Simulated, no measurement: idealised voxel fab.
process module | voxel transistor to metal
cross-section cut | 275 nm wide | cells 5 nm
A cross-section is a grid of square cells, given in bands from the top down. A band is one or more rows of cells.
Each band's line starts with the height of the band's top and of its bottom, in nm. Then come its materials from left to right, each with its width in nm. One material with "throughout" fills the band from edge to edge. "air" is empty space.
Height 0 is the level under which the wafer as received is all one material. The lowest band goes on downwards, as in "0 down".
A width such as "30 to 40" changes by the same amount from each row of cells to the next, from the band's top row to its bottom row.
"no change" after a step means that no cell of the cross-section changed.
closed voids: empty space of 8 cells or more with no open way to the top, each as width x height at its distance from the left edge, in nm
after a step's settings: what the simulator itself notes on the step
overlay nm, on a step with a mask: how far to the right of its planned place the mask lay; to the left if negative
plan
1 op RECEIVE | material Si
2 op CONFORMAL_DEP | material SiO2 | thk nm 5
3 op CONFORMAL_DEP | material SiN | thk nm 15
4 op DIRECTIONAL_DEP | material aC | thk nm 10
5 op PATTERN | tone cover | mask id ACTIVE | material resist | width nm 95 | pitch nm 120 | thk nm 25 | overlay nm 0
6 op DIRECTIONAL_ETCH | etch materials aC | depth nm 10
7 op STRIP | etch materials resist
8 op DIRECTIONAL_ETCH | etch materials SiN | depth nm 15
9 op DIRECTIONAL_ETCH | etch materials SiO2 | depth nm 5
10 op DIRECTIONAL_ETCH | etch materials Si | depth nm 25
11 op STRIP | etch materials aC
12 op OXIDIZE | depth nm 5
13 op FILL_DEP | material SiO2 | thk nm 15
14 op CMP | height nm 20
15 op SELECTIVE_ETCH | etch materials SiO2 | depth nm 10
16 op STRIP | etch materials SiN
17 op SELECTIVE_ETCH | etch materials SiO2 | depth nm 5
18 op OXIDIZE | depth nm 5
19 op DIRECTIONAL_DEP | material polySi | thk nm 30
20 op DIRECTIONAL_DEP | material SiCN | thk nm 15
21 op DIRECTIONAL_DEP | material aC | thk nm 15
22 op PATTERN | tone cover | mask id GATE | material resist | width nm 25 | pitch nm 120 | thk nm 30 | overlay nm 0
23 op DIRECTIONAL_ETCH | etch materials aC | depth nm 15
24 op STRIP | etch materials resist
25 op DIRECTIONAL_ETCH | etch materials SiCN | depth nm 25
26 op DIRECTIONAL_ETCH | etch materials polySi | depth nm 40
27 op STRIP | etch materials aC
28 op CONFORMAL_DEP | material SiO2 | thk nm 5
29 op DIRECTIONAL_ETCH | etch materials SiO2 | depth nm 5
30 op CONFORMAL_DEP | material SiN | thk nm 5
31 op DIRECTIONAL_ETCH | etch materials SiN | depth nm 5
32 op DIRECTIONAL_ETCH | etch materials SiO2 | depth nm 5
33 op EPI | material pSi | thk nm 5
34 op FILL_DEP | material SiO2 | thk nm 5
35 op CMP | height nm 30
36 op STRIP | etch materials polySi
37 op SELECTIVE_ETCH | etch materials SiO2 | depth nm 5
38 op CONFORMAL_DEP | material HfO2 | thk nm 5
39 op CONFORMAL_DEP | material TiN | thk nm 5
40 op FILL_DEP | material W | thk nm 10
41 op CMP | height nm 25
42 op DIRECTIONAL_DEP | material SiO2 | thk nm 15
43 op DIRECTIONAL_DEP | material aC | thk nm 15
44 op PATTERN | tone open | mask id CONTACT | material resist | width nm 15 | thk nm 30 | overlay nm 0
45 op DIRECTIONAL_ETCH | etch materials aC | depth nm 15
46 op STRIP | etch materials resist
47 op DIRECTIONAL_ETCH | etch materials SiO2 | depth nm 40
48 op STRIP | etch materials aC
49 op CONFORMAL_DEP | material TiN | thk nm 5
50 op FILL_DEP | material W | thk nm 5
51 op CMP | height nm 40
52 op CONFORMAL_DEP | material SiN | thk nm 5
53 op DIRECTIONAL_DEP | material SiO2 | thk nm 20
54 op PATTERN | tone open | mask id METAL_1 | material resist | width nm 15 | thk nm 15 | overlay nm 0
55 op DIRECTIONAL_ETCH | etch materials SiO2 | depth nm 20
56 op DIRECTIONAL_ETCH | etch materials SiN | depth nm 5
57 op STRIP | etch materials resist
58 op CONFORMAL_DEP | material TiN | thk nm 5
59 op FILL_DEP | material Cu | thk nm 5
60 op CMP | height nm 65
61 op CONFORMAL_DEP | material SiCN | thk nm 5
62 op DIRECTIONAL_DEP | material lowk | thk nm 30
63 op MASKED_ETCH | tone open | mask id METAL_2 | width nm 15 | pitch nm 120 | etch materials lowk | depth nm 20 | overlay nm 0
64 op PATTERN | tone open | mask id METAL_2_HOLES | material resist | width nm 15 | pitch nm 120 | thk nm 20 | overlay nm 0
65 op DIRECTIONAL_ETCH | etch materials lowk | depth nm 10
66 op DIRECTIONAL_ETCH | etch materials SiCN | depth nm 5
67 op STRIP | etch materials resist
68 op CONFORMAL_DEP | material TiN | thk nm 5
69 op FILL_DEP | material Cu | thk nm 10
70 op CMP | height nm 100
71 op CONFORMAL_DEP | material SiN | thk nm 5
as received, after step 1
  0 down: Si throughout
  closed voids: none
a wafer at the end: this start, this plan, one mistake
  105 to 100: SiN throughout
  100 to 90: lowk 35 | TiN 5 | Cu 10 to 5 | TiN 5 to 10 | lowk 100 | TiN 5 | Cu 10 to 5 | TiN 5 to 10 | lowk 100
  90 to 70: lowk 35 | TiN 5 | Cu 5 | TiN 5 | lowk 105 | TiN 5 | Cu 5 | TiN 5 | lowk 105
  70 to 65: SiCN 35 | TiN 15 | SiCN 105 | TiN 15 | SiCN 105
  65 to 45: SiO2 35 | TiN 5 | Cu 5 | TiN 5 | SiO2 55 | TiN 5 | Cu 5 | TiN 5 | SiO2 35 | TiN 5 | Cu 5 | TiN 5 | SiO2 55 | TiN 5 | Cu 5 | TiN 5 | SiO2 35
  45 to 40: SiN 35 | TiN 15 | SiN 55 | TiN 15 | SiN 35 | TiN 15 | SiN 55 | TiN 15 | SiN 35
  40 to 25: SiO2 35 | TiN 5 | W 5 | TiN 5 | SiO2 55 | TiN 5 | W 5 | TiN 5 | SiO2 35 | TiN 5 | W 5 | TiN 5 | SiO2 55 | TiN 5 | W 5 | TiN 5 | SiO2 35
  25 to 5: SiO2 35 | TiN 5 | W 5 | TiN 5 | SiO2 5 | SiN 5 | HfO2 5 | TiN 5 | W 15 | TiN 5 | HfO2 5 | SiN 5 | SiO2 5 | TiN 5 | W 5 | TiN 5 | SiO2 35 | TiN 5 | W 5 | TiN 5 | SiO2 5 | SiN 5 | HfO2 5 | TiN 5 | W 15 | TiN 5 | HfO2 5 | SiN 5 | SiO2 5 | TiN 5 | W 5 | TiN 5 | SiO2 35
  5 to 0: SiO2 30 | SiN 5 | TiN 15 | SiO2 5 | SiN 5 | HfO2 5 | TiN 25 | HfO2 5 | SiN 5 | SiO2 5 | TiN 15 | SiN 5 | SiO2 25 | SiN 5 | TiN 15 | SiO2 5 | SiN 5 | HfO2 5 | TiN 25 | HfO2 5 | SiN 5 | SiO2 5 | TiN 15 | SiN 5 | SiO2 30
  0 to -5: SiO2 35 | pSi 20 | SiO2 5 | HfO2 35 | SiO2 5 | pSi 20 | SiO2 35 | pSi 20 | SiO2 5 | HfO2 35 | SiO2 5 | pSi 20 | SiO2 35
  -5 to -30: SiO2 35 | Si 85 | SiO2 35 | Si 85 | SiO2 35
  -30 down: Si throughout
  closed voids: none
what went wrong: step 64 ran as: op PATTERN | tone open | mask id METAL_2_HOLES | material resist | width nm 20 | pitch nm 120 | thk nm 20 | overlay nm 0
